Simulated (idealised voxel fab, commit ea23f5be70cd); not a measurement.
process module | voxel transistor to metal
cross-section cut | 300 nm wide | cells 5 nm
A cross-section is a grid of square cells, given in bands from the top down. A band is one or more rows of cells.
Each band's line starts with the height of the band's top and of its bottom, in nm. Then come its materials from left to right, each with its width in nm. One material with "throughout" fills the band from edge to edge. "air" is empty space.
Height 0 is the level under which the wafer as received is all one material. The lowest band goes on downwards, as in "0 down".
A width such as "30 to 40" changes by the same amount from each row of cells to the next, from the band's top row to its bottom row.
"no change" after a step means that no cell of the cross-section changed.
closed voids: empty space of 8 cells or more with no open way to the top, each as width x height at its distance from the left edge, in nm
after a step's settings: what the simulator itself notes on the step
overlay nm, on a step with a mask: how far to the right of its planned place the mask lay; to the left if negative
plan
1 op RECEIVE | material Si
2 op OXIDIZE | depth nm 5
3 op CONFORMAL_DEP | material SiN | thk nm 10
4 op DIRECTIONAL_DEP | material aC | thk nm 15
5 op PATTERN | tone cover | mask id ACTIVE | material resist | width nm 105 | pitch nm 135 | thk nm 35 | overlay nm 0
6 op DIRECTIONAL_ETCH | etch materials aC | depth nm 15
7 op STRIP | etch materials resist
8 op DIRECTIONAL_ETCH | etch materials SiN | depth nm 10
9 op DIRECTIONAL_ETCH | etch materials SiO2 | depth nm 5
10 op DIRECTIONAL_ETCH | etch materials Si | depth nm 30
11 op STRIP | etch materials aC
12 op FILL_DEP | material SiO2 | thk nm 15
13 op CMP | height nm 10
14 op SELECTIVE_ETCH | etch materials SiO2 | depth nm 10
15 op STRIP | etch materials SiN
16 op SELECTIVE_ETCH | etch materials SiO2 | depth nm 5
17 op OXIDIZE | depth nm 5
18 op DIRECTIONAL_DEP | material polySi | thk nm 25
19 op DIRECTIONAL_DEP | material SiCN | thk nm 15
20 op MASKED_ETCH | tone cover | mask id GATE | width nm 25 | pitch nm 135 | etch materials SiCN | depth nm 25 | overlay nm 0
21 op MASKED_ETCH | tone cover | mask id GATE | width nm 25 | pitch nm 135 | etch materials polySi | depth nm 35 | overlay nm 0
22 op CONFORMAL_DEP | material SiN | thk nm 5
23 op DIRECTIONAL_ETCH | etch materials SiN | depth nm 5
24 op DIRECTIONAL_ETCH | etch materials SiO2 | depth nm 5
25 op DIRECTIONAL_ETCH | etch materials Si | depth nm 15
26 op EPI | material SiGe | thk nm 15
27 op FILL_DEP | material SiO2 | thk nm 10
28 op CMP | height nm 20
29 op STRIP | etch materials polySi
30 op SELECTIVE_ETCH | etch materials SiO2 | depth nm 5
31 op CONFORMAL_DEP | material HfO2 | thk nm 5
32 op CONFORMAL_DEP | material TiN | thk nm 5
33 op FILL_DEP | material W | thk nm 5
34 op CMP | height nm 15
35 op DIRECTIONAL_DEP | material SiO2 | thk nm 10
36 op DIRECTIONAL_DEP | material aC | thk nm 10
37 op PATTERN | tone open | mask id CONTACT | material resist | width nm 15 | thk nm 25 | overlay nm 0
38 op DIRECTIONAL_ETCH | etch materials aC | depth nm 10
39 op STRIP | etch materials resist
40 op DIRECTIONAL_ETCH | etch materials SiO2 | depth nm 35
41 op STRIP | etch materials aC
42 op CONFORMAL_DEP | material TiN | thk nm 5
43 op FILL_DEP | material W | thk nm 10
44 op CMP | height nm 25
45 op CONFORMAL_DEP | material SiN | thk nm 5
46 op DIRECTIONAL_DEP | material lowk | thk nm 20
47 op MASKED_ETCH | tone open | mask id METAL_1 | width nm 15 | etch materials lowk | depth nm 20 | overlay nm 0
48 op MASKED_ETCH | tone open | mask id METAL_1 | width nm 15 | etch materials SiN | depth nm 5 | overlay nm 0
49 op CONFORMAL_DEP | material TiN | thk nm 5
50 op FILL_DEP | material W | thk nm 5
51 op CMP | height nm 50
52 op CONFORMAL_DEP | material SiCN | thk nm 5
53 op DIRECTIONAL_DEP | material lowk | thk nm 30
54 op PATTERN | tone open | mask id METAL_2 | material resist | width nm 15 | pitch nm 135 | thk nm 20 | overlay nm 0
55 op DIRECTIONAL_ETCH | etch materials lowk | depth nm 20
56 op STRIP | etch materials resist
57 op PATTERN | tone open | mask id METAL_2_HOLES | material resist | width nm 15 | pitch nm 135 | thk nm 20 | overlay nm 0
58 op DIRECTIONAL_ETCH | etch materials lowk | depth nm 10
59 op DIRECTIONAL_ETCH | etch materials SiCN | depth nm 5
60 op STRIP | etch materials resist
61 op CONFORMAL_DEP | material TiN | thk nm 5
62 op FILL_DEP | material Ru | thk nm 5
63 op CMP | height nm 85
64 op CONFORMAL_DEP | material SiCN | thk nm 5
first wafer, as planned
as received, after step 1
  0 down: Si throughout
  closed voids: none
after step 2
  0 to -5: SiO2 throughout
  below -5: unchanged
after step 3
  10 to 0: SiN throughout
  below 0: unchanged
after step 4
  25 to 10: aC throughout
  below 10: unchanged
after step 5
  60 to 25: air 30 | resist 105 | air 30 | resist 105 | air 30
  below 25: unchanged
after step 6
  45 to 25: air 30 | resist 105 | air 30 | resist 105 | air 30
  25 to 10: air 30 | aC 105 | air 30 | aC 105 | air 30
  below 10: unchanged
after step 7
  25 to 10: air 30 | aC 105 | air 30 | aC 105 | air 30
  below 10: unchanged
after step 8
  25 to 10: air 30 | aC 105 | air 30 | aC 105 | air 30
  10 to 0: air 30 | SiN 105 | air 30 | SiN 105 | air 30
  below 0: unchanged
after step 9
  25 to 10: air 30 | aC 105 | air 30 | aC 105 | air 30
  10 to 0: air 30 | SiN 105 | air 30 | SiN 105 | air 30
  0 to -5: air 30 | SiO2 105 | air 30 | SiO2 105 | air 30
  below -5: unchanged
after step 10
  25 to 10: air 30 | aC 105 | air 30 | aC 105 | air 30
  10 to 0: air 30 | SiN 105 | air 30 | SiN 105 | air 30
  0 to -5: air 30 | SiO2 105 | air 30 | SiO2 105 | air 30
  -5 to -35: air 30 | Si 105 | air 30 | Si 105 | air 30
  below -35: unchanged
after step 11
  10 to 0: air 30 | SiN 105 | air 30 | SiN 105 | air 30
  below 0: unchanged
after step 12
  25 to 10: SiO2 throughout
  10 to 0: SiO2 30 | SiN 105 | SiO2 30 | SiN 105 | SiO2 30
  0 to -5: SiO2 throughout
  -5 to -35: SiO2 30 | Si 105 | SiO2 30 | Si 105 | SiO2 30
  below -35: unchanged
after step 13
  10 to 0: SiO2 30 | SiN 105 | SiO2 30 | SiN 105 | SiO2 30
  below 0: unchanged
after step 14
  10 to 0: air 30 | SiN 105 | air 30 | SiN 105 | air 30
  below 0: unchanged
after step 15
  0 to -5: SiO2 throughout
  below -5: unchanged
after step 16
  -5 to -35: SiO2 30 | Si 105 | SiO2 30 | Si 105 | SiO2 30
  below -35: unchanged
after step 17
  -5 to -10: SiO2 throughout
  below -10: unchanged
after step 18
  20 to -5: polySi throughout
  below -5: unchanged
after step 19
  35 to 20: SiCN throughout
  below 20: unchanged
after step 20
  35 to 20: air 70 | SiCN 25 | air 110 | SiCN 25 | air 70
  below 20: unchanged
after step 21
  35 to 20: air 70 | SiCN 25 | air 110 | SiCN 25 | air 70
  20 to -5: air 70 | polySi 25 | air 110 | polySi 25 | air 70
  below -5: unchanged
after step 22
  40 to 35: air 65 | SiN 35 | air 100 | SiN 35 | air 65
  35 to 20: air 65 | SiN 5 | SiCN 25 | SiN 5 | air 100 | SiN 5 | SiCN 25 | SiN 5 | air 65
  20 to 0: air 65 | SiN 5 | polySi 25 | SiN 5 | air 100 | SiN 5 | polySi 25 | SiN 5 | air 65
  0 to -5: SiN 70 | polySi 25 | SiN 110 | polySi 25 | SiN 70
  below -5: unchanged
after step 23
  35 to 20: air 65 | SiN 5 | SiCN 25 | SiN 5 | air 100 | SiN 5 | SiCN 25 | SiN 5 | air 65
  20 to -5: air 65 | SiN 5 | polySi 25 | SiN 5 | air 100 | SiN 5 | polySi 25 | SiN 5 | air 65
  below -5: unchanged
after step 24
  35 to 20: air 65 | SiN 5 | SiCN 25 | SiN 5 | air 100 | SiN 5 | SiCN 25 | SiN 5 | air 65
  20 to -5: air 65 | SiN 5 | polySi 25 | SiN 5 | air 100 | SiN 5 | polySi 25 | SiN 5 | air 65
  -5 to -10: air 65 | SiO2 35 | air 100 | SiO2 35 | air 65
  below -10: unchanged
after step 25
  35 to 20: air 65 | SiN 5 | SiCN 25 | SiN 5 | air 100 | SiN 5 | SiCN 25 | SiN 5 | air 65
  20 to -5: air 65 | SiN 5 | polySi 25 | SiN 5 | air 100 | SiN 5 | polySi 25 | SiN 5 | air 65
  -5 to -10: air 65 | SiO2 35 | air 100 | SiO2 35 | air 65
  -10 to -25: SiO2 30 | air 35 | Si 35 | air 35 | SiO2 30 | air 35 | Si 35 | air 35 | SiO2 30
  below -25: unchanged
after step 26
  35 to 20: air 65 | SiN 5 | SiCN 25 | SiN 5 | air 100 | SiN 5 | SiCN 25 | SiN 5 | air 65
  20 to 5: air 65 | SiN 5 | polySi 25 | SiN 5 | air 100 | SiN 5 | polySi 25 | SiN 5 | air 65
  5 to -5: air 50 | SiGe 15 | SiN 5 | polySi 25 | SiN 5 | SiGe 15 | air 70 | SiGe 15 | SiN 5 | polySi 25 | SiN 5 | SiGe 15 | air 50
  -5 to -10: air 50 | SiGe 15 | SiO2 35 | SiGe 15 | air 70 | SiGe 15 | SiO2 35 | SiGe 15 | air 50
  -10 to -25: SiO2 30 | SiGe 35 | Si 35 | SiGe 35 | SiO2 30 | SiGe 35 | Si 35 | SiGe 35 | SiO2 30
  below -25: unchanged
after step 27
  45 to 35: SiO2 throughout
  35 to 20: SiO2 65 | SiN 5 | SiCN 25 | SiN 5 | SiO2 100 | SiN 5 | SiCN 25 | SiN 5 | SiO2 65
  20 to 5: SiO2 65 | SiN 5 | polySi 25 | SiN 5 | SiO2 100 | SiN 5 | polySi 25 | SiN 5 | SiO2 65
  5 to -5: SiO2 50 | SiGe 15 | SiN 5 | polySi 25 | SiN 5 | SiGe 15 | SiO2 70 | SiGe 15 | SiN 5 | polySi 25 | SiN 5 | SiGe 15 | SiO2 50
  -5 to -10: SiO2 50 | SiGe 15 | SiO2 35 | SiGe 15 | SiO2 70 | SiGe 15 | SiO2 35 | SiGe 15 | SiO2 50
  below -10: unchanged
after step 28
  20 to 5: SiO2 65 | SiN 5 | polySi 25 | SiN 5 | SiO2 100 | SiN 5 | polySi 25 | SiN 5 | SiO2 65
  below 5: unchanged
after step 29
  20 to 5: SiO2 65 | SiN 5 | air 25 | SiN 5 | SiO2 100 | SiN 5 | air 25 | SiN 5 | SiO2 65
  5 to -5: SiO2 50 | SiGe 15 | SiN 5 | air 25 | SiN 5 | SiGe 15 | SiO2 70 | SiGe 15 | SiN 5 | air 25 | SiN 5 | SiGe 15 | SiO2 50
  below -5: unchanged
after step 30
  20 to 15: air 65 | SiN 5 | air 25 | SiN 5 | air 100 | SiN 5 | air 25 | SiN 5 | air 65
  15 to 5: SiO2 65 | SiN 5 | air 25 | SiN 5 | SiO2 100 | SiN 5 | air 25 | SiN 5 | SiO2 65
  5 to -5: SiO2 50 | SiGe 15 | SiN 5 | air 25 | SiN 5 | SiGe 15 | SiO2 70 | SiGe 15 | SiN 5 | air 25 | SiN 5 | SiGe 15 | SiO2 50
  -5 to -10: SiO2 50 | SiGe 15 | air 35 | SiGe 15 | SiO2 70 | SiGe 15 | air 35 | SiGe 15 | SiO2 50
  below -10: unchanged
after step 31
  25 to 20: air 60 | HfO2 15 | air 15 | HfO2 15 | air 90 | HfO2 15 | air 15 | HfO2 15 | air 60
  20 to 15: HfO2 65 | SiN 5 | HfO2 5 | air 15 | HfO2 5 | SiN 5 | HfO2 100 | SiN 5 | HfO2 5 | air 15 | HfO2 5 | SiN 5 | HfO2 65
  15 to 5: SiO2 65 | SiN 5 | HfO2 5 | air 15 | HfO2 5 | SiN 5 | SiO2 100 | SiN 5 | HfO2 5 | air 15 | HfO2 5 | SiN 5 | SiO2 65
  5 to -5: SiO2 50 | SiGe 15 | SiN 5 | HfO2 5 | air 15 | HfO2 5 | SiN 5 | SiGe 15 | SiO2 70 | SiGe 15 | SiN 5 | HfO2 5 | air 15 | HfO2 5 | SiN 5 | SiGe 15 | SiO2 50
  -5 to -10: SiO2 50 | SiGe 15 | HfO2 35 | SiGe 15 | SiO2 70 | SiGe 15 | HfO2 35 | SiGe 15 | SiO2 50
  below -10: unchanged
after step 32
  30 to 25: air 55 | TiN 25 | air 5 | TiN 25 | air 80 | TiN 25 | air 5 | TiN 25 | air 55
  25 to 20: TiN 60 | HfO2 15 | TiN 5 | air 5 | TiN 5 | HfO2 15 | TiN 90 | HfO2 15 | TiN 5 | air 5 | TiN 5 | HfO2 15 | TiN 60
  20 to 15: HfO2 65 | SiN 5 | HfO2 5 | TiN 5 | air 5 | TiN 5 | HfO2 5 | SiN 5 | HfO2 100 | SiN 5 | HfO2 5 | TiN 5 | air 5 | TiN 5 | HfO2 5 | SiN 5 | HfO2 65
  15 to 5: SiO2 65 | SiN 5 | HfO2 5 | TiN 5 | air 5 | TiN 5 | HfO2 5 | SiN 5 | SiO2 100 | SiN 5 | HfO2 5 | TiN 5 | air 5 | TiN 5 | HfO2 5 | SiN 5 | SiO2 65
  5 to 0: SiO2 50 | SiGe 15 | SiN 5 | HfO2 5 | TiN 5 | air 5 | TiN 5 | HfO2 5 | SiN 5 | SiGe 15 | SiO2 70 | SiGe 15 | SiN 5 | HfO2 5 | TiN 5 | air 5 | TiN 5 | HfO2 5 | SiN 5 | SiGe 15 | SiO2 50
  0 to -5: SiO2 50 | SiGe 15 | SiN 5 | HfO2 5 | TiN 15 | HfO2 5 | SiN 5 | SiGe 15 | SiO2 70 | SiGe 15 | SiN 5 | HfO2 5 | TiN 15 | HfO2 5 | SiN 5 | SiGe 15 | SiO2 50
  below -5: unchanged
after step 33
  35 to 30: W throughout
  30 to 25: W 55 | TiN 25 | W 5 | TiN 25 | W 80 | TiN 25 | W 5 | TiN 25 | W 55
  25 to 20: TiN 60 | HfO2 15 | TiN 5 | W 5 | TiN 5 | HfO2 15 | TiN 90 | HfO2 15 | TiN 5 | W 5 | TiN 5 | HfO2 15 | TiN 60
  20 to 15: HfO2 65 | SiN 5 | HfO2 5 | TiN 5 | W 5 | TiN 5 | HfO2 5 | SiN 5 | HfO2 100 | SiN 5 | HfO2 5 | TiN 5 | W 5 | TiN 5 | HfO2 5 | SiN 5 | HfO2 65
  15 to 5: SiO2 65 | SiN 5 | HfO2 5 | TiN 5 | W 5 | TiN 5 | HfO2 5 | SiN 5 | SiO2 100 | SiN 5 | HfO2 5 | TiN 5 | W 5 | TiN 5 | HfO2 5 | SiN 5 | SiO2 65
  5 to 0: SiO2 50 | SiGe 15 | SiN 5 | HfO2 5 | TiN 5 | W 5 | TiN 5 | HfO2 5 | SiN 5 | SiGe 15 | SiO2 70 | SiGe 15 | SiN 5 | HfO2 5 | TiN 5 | W 5 | TiN 5 | HfO2 5 | SiN 5 | SiGe 15 | SiO2 50
  below 0: unchanged
after step 34
  15 to 5: SiO2 65 | SiN 5 | HfO2 5 | TiN 5 | W 5 | TiN 5 | HfO2 5 | SiN 5 | SiO2 100 | SiN 5 | HfO2 5 | TiN 5 | W 5 | TiN 5 | HfO2 5 | SiN 5 | SiO2 65
  below 5: unchanged
after step 35
  25 to 15: SiO2 throughout
  below 15: unchanged
after step 36
  35 to 25: aC throughout
  below 25: unchanged
after step 37
  60 to 35: resist 35 | air 15 | resist 65 | air 15 | resist 40 | air 15 | resist 65 | air 15 | resist 35
  below 35: unchanged
after step 38
  50 to 35: resist 35 | air 15 | resist 65 | air 15 | resist 40 | air 15 | resist 65 | air 15 | resist 35
  35 to 25: aC 35 | air 15 | aC 65 | air 15 | aC 40 | air 15 | aC 65 | air 15 | aC 35
  below 25: unchanged
after step 39
  35 to 25: aC 35 | air 15 | aC 65 | air 15 | aC 40 | air 15 | aC 65 | air 15 | aC 35
  below 25: unchanged
after step 40
  35 to 25: aC 35 | air 15 | aC 65 | air 15 | aC 40 | air 15 | aC 65 | air 15 | aC 35
  25 to 15: SiO2 35 | air 15 | SiO2 65 | air 15 | SiO2 40 | air 15 | SiO2 65 | air 15 | SiO2 35
  15 to 5: SiO2 35 | air 15 | SiO2 15 | SiN 5 | HfO2 5 | TiN 5 | W 5 | TiN 5 | HfO2 5 | SiN 5 | SiO2 15 | air 15 | SiO2 40 | air 15 | SiO2 15 | SiN 5 | HfO2 5 | TiN 5 | W 5 | TiN 5 | HfO2 5 | SiN 5 | SiO2 15 | air 15 | SiO2 35
  5 to 0: SiO2 35 | air 15 | SiGe 15 | SiN 5 | HfO2 5 | TiN 5 | W 5 | TiN 5 | HfO2 5 | SiN 5 | SiGe 15 | air 15 | SiO2 40 | air 15 | SiGe 15 | SiN 5 | HfO2 5 | TiN 5 | W 5 | TiN 5 | HfO2 5 | SiN 5 | SiGe 15 | air 15 | SiO2 35
  0 to -5: SiO2 35 | air 15 | SiGe 15 | SiN 5 | HfO2 5 | TiN 15 | HfO2 5 | SiN 5 | SiGe 15 | air 15 | SiO2 40 | air 15 | SiGe 15 | SiN 5 | HfO2 5 | TiN 15 | HfO2 5 | SiN 5 | SiGe 15 | air 15 | SiO2 35
  -5 to -10: SiO2 35 | air 15 | SiGe 15 | HfO2 35 | SiGe 15 | air 15 | SiO2 40 | air 15 | SiGe 15 | HfO2 35 | SiGe 15 | air 15 | SiO2 35
  below -10: unchanged
after step 41
  25 to 15: SiO2 35 | air 15 | SiO2 65 | air 15 | SiO2 40 | air 15 | SiO2 65 | air 15 | SiO2 35
  below 15: unchanged
after step 42
  30 to 25: TiN 40 | air 5 | TiN 75 | air 5 | TiN 50 | air 5 | TiN 75 | air 5 | TiN 40
  25 to 15: SiO2 35 | TiN 5 | air 5 | TiN 5 | SiO2 65 | TiN 5 | air 5 | TiN 5 | SiO2 40 | TiN 5 | air 5 | TiN 5 | SiO2 65 | TiN 5 | air 5 | TiN 5 | SiO2 35
  15 to 5: SiO2 35 | TiN 5 | air 5 | TiN 5 | SiO2 15 | SiN 5 | HfO2 5 | TiN 5 | W 5 | TiN 5 | HfO2 5 | SiN 5 | SiO2 15 | TiN 5 | air 5 | TiN 5 | SiO2 40 | TiN 5 | air 5 | TiN 5 | SiO2 15 | SiN 5 | HfO2 5 | TiN 5 | W 5 | TiN 5 | HfO2 5 | SiN 5 | SiO2 15 | TiN 5 | air 5 | TiN 5 | SiO2 35
  5 to 0: SiO2 35 | TiN 5 | air 5 | TiN 5 | SiGe 15 | SiN 5 | HfO2 5 | TiN 5 | W 5 | TiN 5 | HfO2 5 | SiN 5 | SiGe 15 | TiN 5 | air 5 | TiN 5 | SiO2 40 | TiN 5 | air 5 | TiN 5 | SiGe 15 | SiN 5 | HfO2 5 | TiN 5 | W 5 | TiN 5 | HfO2 5 | SiN 5 | SiGe 15 | TiN 5 | air 5 | TiN 5 | SiO2 35
  0 to -5: SiO2 35 | TiN 5 | air 5 | TiN 5 | SiGe 15 | SiN 5 | HfO2 5 | TiN 15 | HfO2 5 | SiN 5 | SiGe 15 | TiN 5 | air 5 | TiN 5 | SiO2 40 | TiN 5 | air 5 | TiN 5 | SiGe 15 | SiN 5 | HfO2 5 | TiN 15 | HfO2 5 | SiN 5 | SiGe 15 | TiN 5 | air 5 | TiN 5 | SiO2 35
  -5 to -10: SiO2 35 | TiN 15 | SiGe 15 | HfO2 35 | SiGe 15 | TiN 15 | SiO2 40 | TiN 15 | SiGe 15 | HfO2 35 | SiGe 15 | TiN 15 | SiO2 35
  below -10: unchanged
after step 43
  40 to 30: W throughout
  30 to 25: TiN 40 | W 5 | TiN 75 | W 5 | TiN 50 | W 5 | TiN 75 | W 5 | TiN 40
  25 to 15: SiO2 35 | TiN 5 | W 5 | TiN 5 | SiO2 65 | TiN 5 | W 5 | TiN 5 | SiO2 40 | TiN 5 | W 5 | TiN 5 | SiO2 65 | TiN 5 | W 5 | TiN 5 | SiO2 35
  15 to 5: SiO2 35 | TiN 5 | W 5 | TiN 5 | SiO2 15 | SiN 5 | HfO2 5 | TiN 5 | W 5 | TiN 5 | HfO2 5 | SiN 5 | SiO2 15 | TiN 5 | W 5 | TiN 5 | SiO2 40 | TiN 5 | W 5 | TiN 5 | SiO2 15 | SiN 5 | HfO2 5 | TiN 5 | W 5 | TiN 5 | HfO2 5 | SiN 5 | SiO2 15 | TiN 5 | W 5 | TiN 5 | SiO2 35
  5 to 0: SiO2 35 | TiN 5 | W 5 | TiN 5 | SiGe 15 | SiN 5 | HfO2 5 | TiN 5 | W 5 | TiN 5 | HfO2 5 | SiN 5 | SiGe 15 | TiN 5 | W 5 | TiN 5 | SiO2 40 | TiN 5 | W 5 | TiN 5 | SiGe 15 | SiN 5 | HfO2 5 | TiN 5 | W 5 | TiN 5 | HfO2 5 | SiN 5 | SiGe 15 | TiN 5 | W 5 | TiN 5 | SiO2 35
  0 to -5: SiO2 35 | TiN 5 | W 5 | TiN 5 | SiGe 15 | SiN 5 | HfO2 5 | TiN 15 | HfO2 5 | SiN 5 | SiGe 15 | TiN 5 | W 5 | TiN 5 | SiO2 40 | TiN 5 | W 5 | TiN 5 | SiGe 15 | SiN 5 | HfO2 5 | TiN 15 | HfO2 5 | SiN 5 | SiGe 15 | TiN 5 | W 5 | TiN 5 | SiO2 35
  below -5: unchanged
after step 44
  25 to 15: SiO2 35 | TiN 5 | W 5 | TiN 5 | SiO2 65 | TiN 5 | W 5 | TiN 5 | SiO2 40 | TiN 5 | W 5 | TiN 5 | SiO2 65 | TiN 5 | W 5 | TiN 5 | SiO2 35
  below 15: unchanged
after step 45
  30 to 25: SiN throughout
  below 25: unchanged
after step 46
  50 to 30: lowk throughout
  below 30: unchanged
after step 47
  50 to 30: lowk 35 | air 15 | lowk 65 | air 15 | lowk 40 | air 15 | lowk 65 | air 15 | lowk 35
  below 30: unchanged
after step 48
  50 to 30: lowk 35 | air 15 | lowk 65 | air 15 | lowk 40 | air 15 | lowk 65 | air 15 | lowk 35
  30 to 25: SiN 35 | air 15 | SiN 65 | air 15 | SiN 40 | air 15 | SiN 65 | air 15 | SiN 35
  below 25: unchanged
after step 49
  55 to 50: TiN 40 | air 5 | TiN 75 | air 5 | TiN 50 | air 5 | TiN 75 | air 5 | TiN 40
  50 to 30: lowk 35 | TiN 5 | air 5 | TiN 5 | lowk 65 | TiN 5 | air 5 | TiN 5 | lowk 40 | TiN 5 | air 5 | TiN 5 | lowk 65 | TiN 5 | air 5 | TiN 5 | lowk 35
  30 to 25: SiN 35 | TiN 15 | SiN 65 | TiN 15 | SiN 40 | TiN 15 | SiN 65 | TiN 15 | SiN 35
  below 25: unchanged
after step 50
  60 to 55: W throughout
  55 to 50: TiN 40 | W 5 | TiN 75 | W 5 | TiN 50 | W 5 | TiN 75 | W 5 | TiN 40
  50 to 30: lowk 35 | TiN 5 | W 5 | TiN 5 | lowk 65 | TiN 5 | W 5 | TiN 5 | lowk 40 | TiN 5 | W 5 | TiN 5 | lowk 65 | TiN 5 | W 5 | TiN 5 | lowk 35
  below 30: unchanged
after step 51
  50 to 30: lowk 35 | TiN 5 | W 5 | TiN 5 | lowk 65 | TiN 5 | W 5 | TiN 5 | lowk 40 | TiN 5 | W 5 | TiN 5 | lowk 65 | TiN 5 | W 5 | TiN 5 | lowk 35
  below 30: unchanged
after step 52
  55 to 50: SiCN throughout
  below 50: unchanged
after step 53
  85 to 55: lowk throughout
  below 55: unchanged
after step 54
  105 to 85: resist 35 | air 15 | resist 120 | air 15 | resist 115
  below 85: unchanged
after step 55
  105 to 85: resist 35 | air 15 | resist 120 | air 15 | resist 115
  85 to 65: lowk 35 | air 15 | lowk 120 | air 15 | lowk 115
  below 65: unchanged
after step 56
  85 to 65: lowk 35 | air 15 | lowk 120 | air 15 | lowk 115
  below 65: unchanged
after step 57
  105 to 85: resist 35 | air 15 | resist 120 | air 15 | resist 115
  below 85: unchanged
after step 58
  105 to 85: resist 35 | air 15 | resist 120 | air 15 | resist 115
  85 to 55: lowk 35 | air 15 | lowk 120 | air 15 | lowk 115
  below 55: unchanged
after step 59
  105 to 85: resist 35 | air 15 | resist 120 | air 15 | resist 115
  85 to 55: lowk 35 | air 15 | lowk 120 | air 15 | lowk 115
  55 to 50: SiCN 35 | air 15 | SiCN 120 | air 15 | SiCN 115
  below 50: unchanged
after step 60
  85 to 55: lowk 35 | air 15 | lowk 120 | air 15 | lowk 115
  below 55: unchanged
after step 61
  90 to 85: TiN 40 | air 5 | TiN 130 | air 5 | TiN 120
  85 to 55: lowk 35 | TiN 5 | air 5 | TiN 5 | lowk 120 | TiN 5 | air 5 | TiN 5 | lowk 115
  55 to 50: SiCN 35 | TiN 15 | SiCN 120 | TiN 15 | SiCN 115
  below 50: unchanged
after step 62
  95 to 90: Ru throughout
  90 to 85: TiN 40 | Ru 5 | TiN 130 | Ru 5 | TiN 120
  85 to 55: lowk 35 | TiN 5 | Ru 5 | TiN 5 | lowk 120 | TiN 5 | Ru 5 | TiN 5 | lowk 115
  below 55: unchanged
after step 63
  85 to 55: lowk 35 | TiN 5 | Ru 5 | TiN 5 | lowk 120 | TiN 5 | Ru 5 | TiN 5 | lowk 115
  below 55: unchanged
after step 64
  90 to 85: SiCN throughout
  below 85: unchanged
second wafer: like start, like plan, one mistake. Through step 53 it matches the first wafer
when step 54 should have ended
  105 to 85: air 35 | resist 15 | air 120 | resist 15 | air 115
  below 85: unchanged
when step 55 should have ended
  105 to 85: air 35 | resist 15 | air 120 | resist 15 | air 115
  85 to 65: air 35 | lowk 15 | air 120 | lowk 15 | air 115
  below 65: unchanged
when step 56 should have ended
  85 to 65: air 35 | lowk 15 | air 120 | lowk 15 | air 115
  below 65: unchanged
when step 57 should have ended
  105 to 85: resist 35 | air 15 | resist 120 | air 15 | resist 115
  85 to 65: resist 35 | lowk 15 | resist 120 | lowk 15 | resist 115
  below 65: unchanged
when step 58 should have ended
  105 to 75: resist 35 | air 15 | resist 120 | air 15 | resist 115
  below 75: unchanged
when step 59 should have ended: no change
when step 60 should have ended
  75 to 65: air 35 | lowk 15 | air 120 | lowk 15 | air 115
  below 65: unchanged
when step 61 should have ended
  80 to 75: air 30 | TiN 25 | air 110 | TiN 25 | air 110
  75 to 70: air 30 | TiN 5 | lowk 15 | TiN 5 | air 110 | TiN 5 | lowk 15 | TiN 5 | air 110
  70 to 65: TiN 35 | lowk 15 | TiN 120 | lowk 15 | TiN 115
  below 65: unchanged
when step 62 should have ended
  85 to 80: Ru throughout
  80 to 75: Ru 30 | TiN 25 | Ru 110 | TiN 25 | Ru 110
  75 to 70: Ru 30 | TiN 5 | lowk 15 | TiN 5 | Ru 110 | TiN 5 | lowk 15 | TiN 5 | Ru 110
  below 70: unchanged
when step 63 should have ended: no change
when step 64 should have ended
  90 to 85: SiCN throughout
  below 85: unchanged
what went wrong: step 54 ran as: op PATTERN | tone cover | mask id METAL_2 | material resist | width nm 15 | pitch nm 135 | thk nm 20 | overlay nm 0
at the end the second wafer has, in cells: 148 more of Ru | 6 more of SiCN | 38 more of TiN | 192 fewer of lowk
